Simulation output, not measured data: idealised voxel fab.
Documented hereafter: the process module known as voxel transistor to metal.
Each square cell in cross-section cut measures 5 nm, and the section as a whole is 210 nm wide.
Each cross-section below is a grid of square cells, stated as bands in top-down order, with one or more rows of cells making up each band. Each band's line starts with the height of the band's top and of its bottom, in nm. Then come its materials from left to right, each with its width in nm. One material with "throughout" fills the band from edge to edge. "air" is empty space. Where do heights start? At 0: under that level the wafer as delivered is made of one material only. And the lowest band has no floor; it just carries on downward, as in "0 down". When a width is written as two numbers, as in "30->40", the first number is the width in the top row of cells of the band and the second is the width in its bottom row, and the width changes by the same amount from each row to the next. Basically "remained unchanged" means that step didn't change any cell in the cross-section. Enclosed voids (no open way to top), threshold 8 cells or more, entry "Enclosed internal cavities", notation width x height at distance, distance from left edge, nm. Note: text after step settings on the step line = simulator remark on that step. "overlay nm" on a masked step: distance the mask lay right of its planned place, negative for left.
THE STEPS PLANNED FOR THE PROCESS ARE AS FOLLOWS
1 RECEIVE (material Si)
2 CONFORMAL_DEP (material SiO2; thk nm 5)
3 CONFORMAL_DEP (material SiN; thk nm 15)
4 PATTERN (tone cover; mask id ACTIVE; material resist; width nm 115; thk nm 15; overlay nm 0)
5 DIRECTIONAL_ETCH (etch materials SiN; depth nm 15)
6 DIRECTIONAL_ETCH (etch materials SiO2; depth nm 5)
7 DIRECTIONAL_ETCH (etch materials Si; depth nm 20)
8 STRIP (etch materials resist)
9 FILL_DEP (material SiO2; thk nm 10)
10 CMP (height nm 20)
11 SELECTIVE_ETCH (etch materials SiO2; depth nm 15)
12 STRIP (etch materials SiN)
13 SELECTIVE_ETCH (etch materials SiO2; depth nm 5)
14 OXIDIZE (depth nm 5)
15 DIRECTIONAL_DEP (material polySi; thk nm 25)
16 DIRECTIONAL_DEP (material SiCN; thk nm 10)
17 PATTERN (tone cover; mask id GATE; material resist; width nm 25; thk nm 20; overlay nm 0)
18 DIRECTIONAL_ETCH (etch materials SiCN; depth nm 20)
19 DIRECTIONAL_ETCH (etch materials polySi; depth nm 35)
20 STRIP (etch materials resist)
21 CONFORMAL_DEP (material SiO2; thk nm 5)
22 DIRECTIONAL_ETCH (etch materials SiO2; depth nm 5)
23 CONFORMAL_DEP (material SiN; thk nm 10)
24 DIRECTIONAL_ETCH (etch materials SiN; depth nm 10)
25 DIRECTIONAL_ETCH (etch materials SiO2; depth nm 5)
26 DIRECTIONAL_ETCH (etch materials Si; depth nm 15)
27 EPI (material pSi; thk nm 20)
28 FILL_DEP (material SiO2; thk nm 10)
29 CMP (height nm 35)
30 DIRECTIONAL_DEP (material SiO2; thk nm 15)
31 DIRECTIONAL_DEP (material aC; thk nm 15)
32 PATTERN (tone open; mask id CONTACT; material resist; width nm 30; pitch nm 65; thk nm 30; overlay nm 0)
33 DIRECTIONAL_ETCH (etch materials aC; depth nm 15)
34 STRIP (etch materials resist)
35 DIRECTIONAL_ETCH (etch materials SiO2; depth nm 35)
36 STRIP (etch materials aC)
37 CONFORMAL_DEP (material TiN; thk nm 5)
38 FILL_DEP (material W; thk nm 10)
39 CMP (height nm 50)
40 CONFORMAL_DEP (material SiCN; thk nm 5)
41 DIRECTIONAL_DEP (material lowk; thk nm 20)
42 DIRECTIONAL_DEP (material aC; thk nm 10)
43 PATTERN (tone open; mask id METAL_1; material resist; width nm 15; pitch nm 80; thk nm 30; overlay nm 0)
44 DIRECTIONAL_ETCH (etch materials aC; depth nm 10)
45 STRIP (etch materials resist)
46 DIRECTIONAL_ETCH (etch materials lowk; depth nm 20)
47 DIRECTIONAL_ETCH (etch materials SiCN; depth nm 5)
48 STRIP (etch materials aC)
49 CONFORMAL_DEP (material TiN; thk nm 5)
50 FILL_DEP (material W; thk nm 10)
51 CMP (height nm 75)
52 EPI (material Ru; thk nm 5)
53 FILL_DEP (material SiCN; thk nm 5)
54 DIRECTIONAL_DEP (material SiO2; thk nm 30)
55 PATTERN (tone open; mask id METAL_2; material resist; width nm 15; pitch nm 80; thk nm 20; overlay nm 0)
56 DIRECTIONAL_ETCH (etch materials SiO2; depth nm 20)
57 STRIP (etch materials resist)
58 MASKED_ETCH (tone open; mask id METAL_2_HOLES; width nm 15; pitch nm 80; etch materials SiO2; depth nm 10; overlay nm 0)
59 MASKED_ETCH (tone open; mask id METAL_2_HOLES; width nm 15; pitch nm 80; etch materials SiCN; depth nm 5; overlay nm 0)
60 CONFORMAL_DEP (material TiN; thk nm 5)
61 FILL_DEP (material Cu; thk nm 10)
62 CMP (height nm 115)
63 CONFORMAL_DEP (material SiN; thk nm 5)
CROSS-SECTION OF THE INCOMING WAFER, STATE AFTER STEP 1
    0 down | Si throughout
    Enclosed internal cavities: none
CROSS-SECTION, FIRST OF TWO WAFERS, END OF MODULE, RUN AS PLANNED
    120 to 115 | SiN throughout
    115 to 85 | 55 SiO2 | 5 TiN | 5 Cu | 5 TiN | 65 SiO2 | 5 TiN | 5 Cu | 5 TiN | 60 SiO2
    85 to 80 | 55 SiCN | 15 TiN | 65 SiCN | 15 TiN | 60 SiCN
    80 to 75 | 50 SiCN | 25 Ru | 55 SiCN | 25 Ru | 55 SiCN
    75 to 55 | 55 lowk | 5 TiN | 5 W | 5 TiN | 65 lowk | 5 TiN | 5 W | 5 TiN | 60 lowk
    55 to 50 | 55 SiCN | 15 TiN | 65 SiCN | 15 TiN | 60 SiCN
    50 to 40 | 55 SiO2 | 5 TiN | 20 W | 5 TiN | 35 SiO2 | 5 TiN | 20 W | 5 TiN | 60 SiO2
    40 to 35 | 55 SiO2 | 5 TiN | 10 W | 15 TiN | 35 SiO2 | 15 TiN | 10 W | 5 TiN | 60 SiO2
    35 to 25 | 55 SiO2 | 5 TiN | 10 W | 5 TiN | 10 SiN | 5 SiO2 | 25 SiCN | 5 SiO2 | 10 SiN | 5 TiN | 10 W | 5 TiN | 60 SiO2
    25 to 20 | 55 SiO2 | 5 TiN | 10 W | 5 TiN | 10 SiN | 5 SiO2 | 25 polySi | 5 SiO2 | 10 SiN | 5 TiN | 10 W | 5 TiN | 60 SiO2
    20 to 15 | 55 SiO2 | 20 TiN | 10 SiN | 5 SiO2 | 25 polySi | 5 SiO2 | 10 SiN | 20 TiN | 60 SiO2
    15 to 0 | 55 SiO2 | 20 pSi | 10 SiN | 5 SiO2 | 25 polySi | 5 SiO2 | 10 SiN | 20 pSi | 60 SiO2
    0 to -5 | 40 SiO2 | 35 pSi | 55 SiO2 | 35 pSi | 45 SiO2
    -5 to -20 | 45 SiO2 | 30 pSi | 55 Si | 30 pSi | 50 SiO2
    -20 down | Si throughout
    Enclosed internal cavities: none
SAME START, SAME PLAN AS THE FIRST WAFER - BUT ONE MISTAKE IN THE RUN. CROSS-SECTION OF THE SECOND OF THE TWO AT THE END OF THE MODULE
    120 to 115 | SiN throughout
    115 to 85 | 55 SiO2 | 5 TiN | 5 Cu | 5 TiN | 65 SiO2 | 5 TiN | 5 Cu | 5 TiN | 60 SiO2
    85 to 80 | 55 SiCN | 15 TiN | 65 SiCN | 15 TiN | 60 SiCN
    80 to 75 | 50 SiCN | 25 Ru | 55 SiCN | 25 Ru | 55 SiCN
    75 to 70 | 55 SiCN | 15 TiN | 65 SiCN | 15 TiN | 60 SiCN
    70 to 50 | lowk throughout
    50 to 40 | 55 SiO2 | 5 TiN | 20 W | 5 TiN | 35 SiO2 | 5 TiN | 20 W | 5 TiN | 60 SiO2
    40 to 35 | 55 SiO2 | 5 TiN | 10 W | 15 TiN | 35 SiO2 | 15 TiN | 10 W | 5 TiN | 60 SiO2
    35 to 25 | 55 SiO2 | 5 TiN | 10 W | 5 TiN | 10 SiN | 5 SiO2 | 25 SiCN | 5 SiO2 | 10 SiN | 5 TiN | 10 W | 5 TiN | 60 SiO2
    25 to 20 | 55 SiO2 | 5 TiN | 10 W | 5 TiN | 10 SiN | 5 SiO2 | 25 polySi | 5 SiO2 | 10 SiN | 5 TiN | 10 W | 5 TiN | 60 SiO2
    20 to 15 | 55 SiO2 | 20 TiN | 10 SiN | 5 SiO2 | 25 polySi | 5 SiO2 | 10 SiN | 20 TiN | 60 SiO2
    15 to 0 | 55 SiO2 | 20 pSi | 10 SiN | 5 SiO2 | 25 polySi | 5 SiO2 | 10 SiN | 20 pSi | 60 SiO2
    0 to -5 | 40 SiO2 | 35 pSi | 55 SiO2 | 35 pSi | 45 SiO2
    -5 to -20 | 45 SiO2 | 30 pSi | 55 Si | 30 pSi | 50 SiO2
    -20 down | Si throughout
    Enclosed internal cavities: none
Deviation noted in wafer processing: swap of plan steps 40 and 41 during execution
Wrapping up, a cell-based count of both wafers puts the second over or under the first for these materials: TiN -16 | W -8 | lowk +24
